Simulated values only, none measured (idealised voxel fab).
Presented below is a process module, voxel tone inversion.
Section cut is 260 nm wide and gridded with 5 nm square cells.
Cross-section layout: square cells on a grid; listed as bands, top to bottom; a band spans one or more cell rows.
First you get the band's top height and its bottom height, in nm, and then the materials it's made of, left to right, with each width in nm. If you see a single material with "everywhere", that one covers the band edge to edge. "air" is empty space.
Counting heights begins at 0, where everything beneath is, in the wafer as received, one material. The lowest band has no bottom; it goes on downwards, as "z 0 and below" shows.
A width given as "30 to 40" starts at the first number in the band's top row and ends at the second number in its bottom row, shifting by an equal amount at every step from row to row.
A step reported as "remained the same" is a step in which no cell of the cross-section changed.
"Entrapped voids" enumerates empty spaces isolated from the top, with no open way to it, that contain at least 8 cells, giving each as width x height at distance from the left edge, all three in nm.
Read whatever lies past the settings on a step's line as the simulator's own remark about the step.
When a step includes a mask, the "overlay nm" setting on its line states how far to the right of its planned place that mask lay, and negative values state how far to the left.
THE FOLLOWING LIST GIVES THE PLANNED PROCESS STEPS
1,RECEIVE | material Si
2,CONFORMAL_DEP | material SiCN | thk nm 10
3,DIRECTIONAL_DEP | material polySi | thk nm 25
4,PATTERN | tone cover | mask id POSTS | material resist | width nm 20 | pitch nm 45 | thk nm 30 | overlay nm 0
5,DIRECTIONAL_ETCH | etch materials polySi | depth nm 15
6,STRIP | etch materials resist
7,FILL_DEP | material lowk | thk nm 10
8,CMP | height nm 35
9,STRIP | etch materials polySi
Variable across wafers: step 5 depth nm (plan value is that of the first wafer; starting state common to all).
CROSS-SECTION OF THE FIRST INCOMING WAFER OF SEVERAL, STATE AFTER STEP 1
    z 0 and below = Si everywhere
    Entrapped voids: none
FIRST OF SEVERAL WAFERS, SECTIONED AT END OF MODULE (LAST STEP: STEP 9)
    z 10 to 0 = SiCN everywhere
    z 0 and below = Si everywhere
    Entrapped voids: none
CROSS-SECTION OF THE FINAL WAFER AMONG SEVERAL, TAKEN AT THE END OF THE MODULE
    z 35 to 10 = 50 nm lowk, then 20 nm air, then 25 nm lowk, then 20 nm air, then 25 nm lowk, then 20 nm air, then 25 nm lowk, then 20 nm air, then 55 nm lowk
    z 10 to 0 = SiCN everywhere
    z 0 and below = Si everywhere
    Entrapped voids: none
TABULATED BELOW, WAFER BY WAFER, ARE THE END-OF-MODULE RESULTS: FOR EACH MATERIAL, THE NUMBER OF CELLS GAINED (+) OR LOST (-) RELATIVE TO THE AS-RECEIVED STATE, FOLLOWED BY THE CLOSED VOIDS
depth nm 15; +104 SiCN; Entrapped voids: none
depth nm 20; +104 SiCN; Entrapped voids: none
depth nm 25; +104 SiCN; +180 lowk; Entrapped voids: none
depth nm 30; +104 SiCN; +180 lowk; Entrapped voids: none
depth nm 35; +104 SiCN; +180 lowk; Entrapped voids: none
depth nm 40; +104 SiCN; +180 lowk; Entrapped voids: none
